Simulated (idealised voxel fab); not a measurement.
process module | voxel tone inversion
cross-section cut | 160 nm wide | cells 5 nm
A cross-section is a grid of square cells, given in bands from the top down. A band is one or more rows of cells.
Each band's line starts with the height of the band's top and of its bottom, in nm. Then come its materials from left to right, each with its width in nm. One material with "throughout" fills the band from edge to edge. "air" is empty space.
Height 0 is the level under which the wafer as received is all one material. The lowest band goes on downwards, as in "0 down".
A width such as "30 to 40" changes by the same amount from each row of cells to the next, from the band's top row to its bottom row.
"no change" after a step means that no cell of the cross-section changed.
closed voids: empty space of 8 cells or more with no open way to the top, each as width x height at its distance from the left edge, in nm
after a step's settings: what the simulator itself notes on the step
overlay nm, on a step with a mask: how far to the right of its planned place the mask lay; to the left if negative
plan
1 op RECEIVE | material Si
2 op CONFORMAL_DEP | material SiCN | thk nm 5
3 op DIRECTIONAL_DEP | material aC | thk nm 15
4 op PATTERN | tone cover | mask id POSTS | material resist | width nm 20 | pitch nm 35 | thk nm 25 | overlay nm 0
5 op DIRECTIONAL_ETCH | etch materials aC | depth nm 15
6 op STRIP | etch materials resist
7 op FILL_DEP | material SiO2 | thk nm 10
8 op CMP | height nm 20
9 op STRIP | etch materials aC
as received, after step 1
  0 down: Si throughout
  closed voids: none
first wafer at the end, as planned
  20 to 5: SiO2 15 | air 20 | SiO2 15 | air 20 | SiO2 15 | air 20 | SiO2 15 | air 20 | SiO2 20
  5 to 0: SiCN throughout
  0 down: Si throughout
  closed voids: none
second wafer at the end: like start, like plan, one mistake
  20 to 5: SiO2 20 | air 15 | SiO2 20 | air 15 | SiO2 20 | air 15 | SiO2 20 | air 15 | SiO2 20
  5 to 0: SiCN throughout
  0 down: Si throughout
  closed voids: none
what went wrong: step 4 ran as: op PATTERN | tone cover | mask id POSTS | material resist | width nm 15 | pitch nm 35 | thk nm 25 | overlay nm 0
at the end the second wafer has, in cells: 12 more of SiO2
